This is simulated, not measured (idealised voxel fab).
The following is a process module called voxel trench capacitor.
Xsec cut, 190 nm wide, square cell size 5 nm.
In this document a cross-section is written as a grid of square cells. It is given as a series of bands, listed from the top down, and a band is one or more rows of cells.
This entry defines a band. It first specifies the height of the band's top and the height of its bottom in nm, and then specifies the band's materials from left to right, stating each material with its width in nm. The word "all across" identifies a single material that fills the band from edge to edge, while the word "air" identifies empty space.
It should be noted that heights are counted from 0, beneath which the wafer as supplied is of one material throughout, and that the lowest band possesses no lower boundary but continues downward, as written in "0 nm and below".
A width such as "30..40" changes by the same amount from each row of cells to the next, from the band's top row to its bottom row.
Step note "remains unaltered" = no cross-section cell changed.
So "Enclosed void catalog" is basically the list of trapped voids: any empty space of 8 cells or more that can't reach the top through an opening. They're written width x height at distance, the distance being from the left edge, and it's all nm.
What comes after the settings on a step's line is commentary from the simulator itself on that step.
overlay nm: mask right of planned place by this much (step with mask). Neg. = left.
## Planned step list for the process
- 1: RECEIVE [material Si]
- 2: CONFORMAL_DEP [material SiN] [thk nm 5]
- 3: DIRECTIONAL_DEP [material aC] [thk nm 10]
- 4: PATTERN [tone open] [mask id TRENCH] [material resist] [width nm 30] [pitch nm 55] [thk nm 25] [overlay nm 0]
- 5: DIRECTIONAL_ETCH [etch materials aC] [depth nm 10]
- 6: STRIP [etch materials resist]
- 7: DIRECTIONAL_ETCH [etch materials SiN] [depth nm 5]
- 8: DIRECTIONAL_ETCH [etch materials Si] [depth nm 30]
- 9: STRIP [etch materials aC]
- 10: CONFORMAL_DEP [material HfO2] [thk nm 5]
- 11: CONFORMAL_DEP [material TiN] [thk nm 5]
- 12: FILL_DEP [material W] [thk nm 10]
- 13: CMP [height nm 5]
## Cross-section, incoming material, after step 1
> 0 nm and below: Si all across
> Enclosed void catalog: none
## First of two wafers at the end of the module, shown in cross-section; run carried out as planned
> 5 nm to 0 nm: SiN 25, then HfO2 5, then TiN 5, then W 10, then TiN 5, then HfO2 5, then SiN 25, then HfO2 5, then TiN 5, then W 10, then TiN 5, then HfO2 5, then SiN 25, then HfO2 5, then TiN 5, then W 10, then TiN 5, then HfO2 5, then SiN 25
> 0 nm to -20 nm: Si 25, then HfO2 5, then TiN 5, then W 10, then TiN 5, then HfO2 5, then Si 25, then HfO2 5, then TiN 5, then W 10, then TiN 5, then HfO2 5, then Si 25, then HfO2 5, then TiN 5, then W 10, then TiN 5, then HfO2 5, then Si 25
> -20 nm to -25 nm: Si 25, then HfO2 5, then TiN 20, then HfO2 5, then Si 25, then HfO2 5, then TiN 20, then HfO2 5, then Si 25, then HfO2 5, then TiN 20, then HfO2 5, then Si 25
> -25 nm to -30 nm: Si 25, then HfO2 30, then Si 25, then HfO2 30, then Si 25, then HfO2 30, then Si 25
> -30 nm and below: Si all across
> Enclosed void catalog: none
## Wafer two, sectioned after the module: the first wafer's start, the first wafer's plan, and one mistake in how it was run
> 5 nm to 0 nm: SiN 25, then HfO2 5, then TiN 5, then W 10, then TiN 5, then HfO2 5, then SiN 25, then HfO2 5, then TiN 5, then W 10, then TiN 5, then HfO2 5, then SiN 25, then HfO2 5, then TiN 5, then W 10, then TiN 5, then HfO2 5, then SiN 25
> 0 nm to -50 nm: Si 25, then HfO2 5, then TiN 5, then W 10, then TiN 5, then HfO2 5, then Si 25, then HfO2 5, then TiN 5, then W 10, then TiN 5, then HfO2 5, then Si 25, then HfO2 5, then TiN 5, then W 10, then TiN 5, then HfO2 5, then Si 25
> -50 nm to -55 nm: Si 25, then HfO2 5, then TiN 20, then HfO2 5, then Si 25, then HfO2 5, then TiN 20, then HfO2 5, then Si 25, then HfO2 5, then TiN 20, then HfO2 5, then Si 25
> -55 nm to -60 nm: Si 25, then HfO2 30, then Si 25, then HfO2 30, then Si 25, then HfO2 30, then Si 25
> -60 nm and below: Si all across
> Enclosed void catalog: none
The mistake made against the process plan was this: step 8 of the plan saw execution twice
Looking at both finished wafers in cells, the second ends up ahead of or behind the first on some materials: 36 more of HfO2 | 108 fewer of Si | 36 more of TiN | 36 more of W
